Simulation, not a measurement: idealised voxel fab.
Process module under the name voxel gate over fins
The cross-section shown here is cut; it is 250 nm wide and divided into square cells measuring 5 nm on a side.
How to read a cross-section here: the picture is a grid of square cells, written as bands going from the top down, and any band can span one or more rows of cells. Basically the band line says how high the top is and how high the bottom is, in nm, and then what's in it from left to right, every material with its width in nm. Empty space shows up as "air", and if a single material carries "edge to edge" it runs the full band edge to edge. It should be noted that heights are counted from 0, beneath which the wafer as supplied is of one material throughout, and that the lowest band possesses no lower boundary but continues downward, as written in "top 0, no bottom". A width given as "30 to 40" starts at the first number in the band's top row and ends at the second number in its bottom row, shifting by an equal amount at every step from row to row. "stayed the same" means the step left every cell of the cross-section as it was. Voids not open to the top, 8 cells minimum: see "Enclosed void entries". Written width x height at distance; distance is from the left edge; nm. On each step's line, the part that comes after the settings is the simulator's own comment on the step. What "overlay nm" on a step's line means: if the step has a mask, that mask lay this far to the right of its planned place, or, when the value is negative, to the left.
This section lists the process steps that were planned
1: RECEIVE with material Si
2: CONFORMAL_DEP with material SiN, thk nm 5
3: PATTERN with tone cover, mask id FINS, material resist, width nm 15, pitch nm 40, thk nm 15, overlay nm 0
4: DIRECTIONAL_ETCH with etch materials SiN, depth nm 5
5: DIRECTIONAL_ETCH with etch materials Si, depth nm 35
6: STRIP with etch materials resist
7: FILL_DEP with material SiO2, thk nm 15
8: CMP with height nm 5
9: SELECTIVE_ETCH with etch materials SiO2, depth nm 15
10: STRIP with etch materials SiN
11: CONFORMAL_DEP with material HfO2, thk nm 5
12: CONFORMAL_DEP with material TiN, thk nm 5
13: CONFORMAL_DEP with material TiAl, thk nm 5
14: CONFORMAL_DEP with material TiN, thk nm 5
15: FILL_DEP with material W, thk nm 10
16: CMP with height nm 25
17: CONFORMAL_DEP with material SiN, thk nm 10
First of two wafers: run as planned
Wafer cross-section on receipt, i.e. after step 1
  top 0, no bottom = Si edge to edge
  Enclosed void entries: none
The following cross-section depicts the wafer upon completion of step 2
  top 5, bottom 0 = SiN edge to edge
  Under the height 0 nothing was changed.
The following cross-section depicts the wafer upon completion of step 3
  top 20, bottom 5 = 55 air  15 resist  25 air  15 resist  25 air  15 resist  25 air  15 resist  60 air
  Under the height 5 nothing was changed.
The following cross-section depicts the wafer upon completion of step 4
  top 20, bottom 5 = 55 air  15 resist  25 air  15 resist  25 air  15 resist  25 air  15 resist  60 air
  top 5, bottom 0 = 55 air  15 SiN  25 air  15 SiN  25 air  15 SiN  25 air  15 SiN  60 air
  Under the height 0 nothing was changed.
The following cross-section depicts the wafer upon completion of step 5
  top 20, bottom 5 = 55 air  15 resist  25 air  15 resist  25 air  15 resist  25 air  15 resist  60 air
  top 5, bottom 0 = 55 air  15 SiN  25 air  15 SiN  25 air  15 SiN  25 air  15 SiN  60 air
  top 0, bottom -35 = 55 air  15 Si  25 air  15 Si  25 air  15 Si  25 air  15 Si  60 air
  Under the height -35 nothing was changed.
The following cross-section depicts the wafer upon completion of step 6
  top 5, bottom 0 = 55 air  15 SiN  25 air  15 SiN  25 air  15 SiN  25 air  15 SiN  60 air
  Under the height 0 nothing was changed.
The following cross-section depicts the wafer upon completion of step 7
  top 20, bottom 5 = SiO2 edge to edge
  top 5, bottom 0 = 55 SiO2  15 SiN  25 SiO2  15 SiN  25 SiO2  15 SiN  25 SiO2  15 SiN  60 SiO2
  top 0, bottom -35 = 55 SiO2  15 Si  25 SiO2  15 Si  25 SiO2  15 Si  25 SiO2  15 Si  60 SiO2
  Under the height -35 nothing was changed.
The following cross-section depicts the wafer upon completion of step 8
  top 5, bottom 0 = 55 SiO2  15 SiN  25 SiO2  15 SiN  25 SiO2  15 SiN  25 SiO2  15 SiN  60 SiO2
  Under the height 0 nothing was changed.
The following cross-section depicts the wafer upon completion of step 9
  top 5, bottom 0 = 55 air  15 SiN  25 air  15 SiN  25 air  15 SiN  25 air  15 SiN  60 air
  top 0, bottom -10 = 55 air  15 Si  25 air  15 Si  25 air  15 Si  25 air  15 Si  60 air
  Under the height -10 nothing was changed.
The following cross-section depicts the wafer upon completion of step 10
  top 0, bottom -10 = 55 air  15 Si  25 air  15 Si  25 air  15 Si  25 air  15 Si  60 air
  Under the height -10 nothing was changed.
The following cross-section depicts the wafer upon completion of step 11
  top 5, bottom 0 = 50 air  25 HfO2  15 air  25 HfO2  15 air  25 HfO2  15 air  25 HfO2  55 air
  top 0, bottom -5 = 50 air  5 HfO2  15 Si  5 HfO2  15 air  5 HfO2  15 Si  5 HfO2  15 air  5 HfO2  15 Si  5 HfO2  15 air  5 HfO2  15 Si  5 HfO2  55 air
  top -5, bottom -10 = 55 HfO2  15 Si  25 HfO2  15 Si  25 HfO2  15 Si  25 HfO2  15 Si  60 HfO2
  Under the height -10 nothing was changed.
The following cross-section depicts the wafer upon completion of step 12
  top 10, bottom 5 = 45 air  35 TiN  5 air  35 TiN  5 air  35 TiN  5 air  35 TiN  50 air
  top 5, bottom 0 = 45 air  5 TiN  25 HfO2  5 TiN  5 air  5 TiN  25 HfO2  5 TiN  5 air  5 TiN  25 HfO2  5 TiN  5 air  5 TiN  25 HfO2  5 TiN  50 air
  top 0, bottom -5 = 50 TiN  5 HfO2  15 Si  5 HfO2  15 TiN  5 HfO2  15 Si  5 HfO2  15 TiN  5 HfO2  15 Si  5 HfO2  15 TiN  5 HfO2  15 Si  5 HfO2  55 TiN
  Under the height -5 nothing was changed.
The following cross-section depicts the wafer upon completion of step 13
  top 15, bottom 10 = 40 air  165 TiAl  45 air
  top 10, bottom 5 = 40 air  5 TiAl  35 TiN  5 TiAl  35 TiN  5 TiAl  35 TiN  5 TiAl  35 TiN  5 TiAl  45 air
  top 5, bottom 0 = 45 TiAl  5 TiN  25 HfO2  5 TiN  5 TiAl  5 TiN  25 HfO2  5 TiN  5 TiAl  5 TiN  25 HfO2  5 TiN  5 TiAl  5 TiN  25 HfO2  5 TiN  50 TiAl
  Under the height 0 nothing was changed.
The following cross-section depicts the wafer upon completion of step 14
  top 20, bottom 15 = 35 air  175 TiN  40 air
  top 15, bottom 10 = 35 air  5 TiN  165 TiAl  5 TiN  40 air
  top 10, bottom 5 = 40 TiN  5 TiAl  35 TiN  5 TiAl  35 TiN  5 TiAl  35 TiN  5 TiAl  35 TiN  5 TiAl  45 TiN
  Under the height 5 nothing was changed.
The following cross-section depicts the wafer upon completion of step 15
  top 30, bottom 20 = W edge to edge
  top 20, bottom 15 = 35 W  175 TiN  40 W
  top 15, bottom 10 = 35 W  5 TiN  165 TiAl  5 TiN  40 W
  Under the height 10 nothing was changed.
The following cross-section depicts the wafer upon completion of step 16
  top 25, bottom 20 = W edge to edge
  Under the height 20 nothing was changed.
The following cross-section depicts the wafer upon completion of step 17
  top 35, bottom 25 = SiN edge to edge
  Under the height 25 nothing was changed.
The Second Wafer: Common Origin and Plan, One Mistake in Execution, Identical to the First Through Step 12
Cross-sectional representation of the second wafer at the time designated in the plan for the completion of step 13: stayed the same
Cross-sectional representation of the second wafer at the time designated in the plan for the completion of step 14
  top 15, bottom 5 = 40 air  165 TiN  45 air
  top 5, bottom 0 = 50 TiN  25 HfO2  15 TiN  25 HfO2  15 TiN  25 HfO2  15 TiN  25 HfO2  55 TiN
  Under the height 0 nothing was changed.
Cross-sectional representation of the second wafer at the time designated in the plan for the completion of step 15
  top 25, bottom 15 = W edge to edge
  top 15, bottom 5 = 40 W  165 TiN  45 W
  Under the height 5 nothing was changed.
Cross-sectional representation of the second wafer at the time designated in the plan for the completion of step 16: stayed the same
Cross-sectional representation of the second wafer at the time designated in the plan for the completion of step 17
  top 35, bottom 25 = SiN edge to edge
  Under the height 25 nothing was changed.
Want to know what went wrong? heads up, step 13 of the plan was skipped and never actually ran
Counted in cells at the end, the second wafer holds more or fewer of these materials than the first: TiAl -60 | TiN +6 | W +54
